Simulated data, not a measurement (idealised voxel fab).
This is a process module. Its name is voxel capacitor over wiring.
Cross-section cut: width 220 nm, square cells of 5 nm.
If you're reading a cross-section in this doc, picture square cells in a grid; it comes to you as bands, top ones listed first down to the bottom, and a band can be one or more rows of cells.
Heights first: top, then bottom, in nm. Then materials, left to right, each with a width in nm. "all across" on a single material: fills the band edge to edge. "air": empty space.
Heights are reckoned from 0. Under this level, the received wafer is all of one material. The bottommost band is open-ended downward, for example "0 down".
A width such as "30 to 40" changes by the same amount from each row of cells to the next, from the band's top row to its bottom row.
Where the words "changes: none" appear for a step, the cross-section shows no cell changed by that step; every cell remained as before.
Empty spaces counting at least 8 cells and having no open way to the top are listed in "Tabulated closed voids". The notation width x height at distance is used for each, the distance being from the left edge and all three values in nm.
Note: text after step settings on the step line = simulator remark on that step.
"overlay nm" on a masked step: distance the mask lay right of its planned place, negative for left.

The process steps that were planned are listed below
1) RECEIVE (material Si)
2) CONFORMAL_DEP (material SiO2; thk nm 10)
3) DIRECTIONAL_DEP (material TiN; thk nm 5)
4) DIRECTIONAL_DEP (material W; thk nm 15)
5) DIRECTIONAL_DEP (material aC; thk nm 10)
6) PATTERN (tone cover; mask id METAL_1; material resist; width nm 20; pitch nm 70; thk nm 30; overlay nm -15)
7) DIRECTIONAL_ETCH (etch materials aC; depth nm 10)
8) STRIP (etch materials resist)
9) DIRECTIONAL_ETCH (etch materials W; depth nm 15)
10) DIRECTIONAL_ETCH (etch materials TiN; depth nm 5)
11) STRIP (etch materials aC)
12) CONFORMAL_DEP (material SiCN; thk nm 5)
13) FILL_DEP (material SiO2; thk nm 5)
14) CMP (height nm 30)
15) CONFORMAL_DEP (material SiCN; thk nm 5)
16) DIRECTIONAL_DEP (material SiO2; thk nm 15)
17) MASKED_ETCH (tone open; mask id PLUG_1; width nm 15; etch materials SiO2; depth nm 15; overlay nm 0)
18) MASKED_ETCH (tone open; mask id PLUG_1; width nm 15; etch materials SiCN; depth nm 5; overlay nm 0)
19) CONFORMAL_DEP (material TiN; thk nm 5)
20) FILL_DEP (material Ru; thk nm 5)
21) CMP (height nm 50)
22) DIRECTIONAL_DEP (material TiN; thk nm 10)
23) DIRECTIONAL_DEP (material HfO2; thk nm 5)
24) DIRECTIONAL_DEP (material TiN; thk nm 5)
25) PATTERN (tone cover; mask id UPPER_PLATE; material resist; width nm 55; thk nm 15; overlay nm 0)
26) DIRECTIONAL_ETCH (etch materials TiN; depth nm 5)
27) DIRECTIONAL_ETCH (etch materials HfO2; depth nm 5)
28) STRIP (etch materials resist)
29) DIRECTIONAL_DEP (material aC; thk nm 10)
30) PATTERN (tone cover; mask id LOWER_PLATE; material resist; width nm 65; thk nm 25; overlay nm 0)
31) DIRECTIONAL_ETCH (etch materials aC; depth nm 10)
32) STRIP (etch materials resist)
33) DIRECTIONAL_ETCH (etch materials TiN; depth nm 10)
34) STRIP (etch materials aC)
35) FILL_DEP (material SiO2; thk nm 15)
36) CMP (height nm 80)
37) PATTERN (tone open; mask id PLUG_2; material resist; width nm 15; thk nm 20; overlay nm 0)
38) DIRECTIONAL_ETCH (etch materials SiO2; depth nm 10)
39) STRIP (etch materials resist)
40) CONFORMAL_DEP (material TiN; thk nm 5)
41) FILL_DEP (material Ru; thk nm 10)
42) CMP (height nm 80)
43) CONFORMAL_DEP (material SiN; thk nm 5)
Heads up: all these wafers start the same, and what changes between them is the overlay nm in step 6. The value you see in the plan is just what the first wafer got.

As received, i.e. after step 1: cross-section through the first of several wafers
    0 down  Si all across
    Tabulated closed voids: none

Heads up, this table goes wafer by wafer. A row tells you, at the end of the module, how many cells of each material that wafer has put on (+) or dropped (-) since it was received, and then its closed voids
overlay nm -15; +11 HfO2; +4 Ru; +89 SiCN; +44 SiN; +517 SiO2; +59 TiN; +24 W; Tabulated closed voids: none
overlay nm -10; +11 HfO2; +4 Ru; +89 SiCN; +44 SiN; +517 SiO2; +59 TiN; +24 W; Tabulated closed voids: none
overlay nm -5; +11 HfO2; +4 Ru; +89 SiCN; +44 SiN; +517 SiO2; +59 TiN; +24 W; Tabulated closed voids: none
overlay nm 0; +11 HfO2; +4 Ru; +89 SiCN; +44 SiN; +517 SiO2; +59 TiN; +24 W; Tabulated closed voids: none
overlay nm 5; +11 HfO2; +4 Ru; +89 SiCN; +44 SiN; +517 SiO2; +59 TiN; +24 W; Tabulated closed voids: none
overlay nm 10; +11 HfO2; +4 Ru; +89 SiCN; +44 SiN; +517 SiO2; +59 TiN; +24 W; Tabulated closed voids: none
overlay nm 15; +11 HfO2; +4 Ru; +89 SiCN; +44 SiN; +517 SiO2; +59 TiN; +24 W; Tabulated closed voids: none
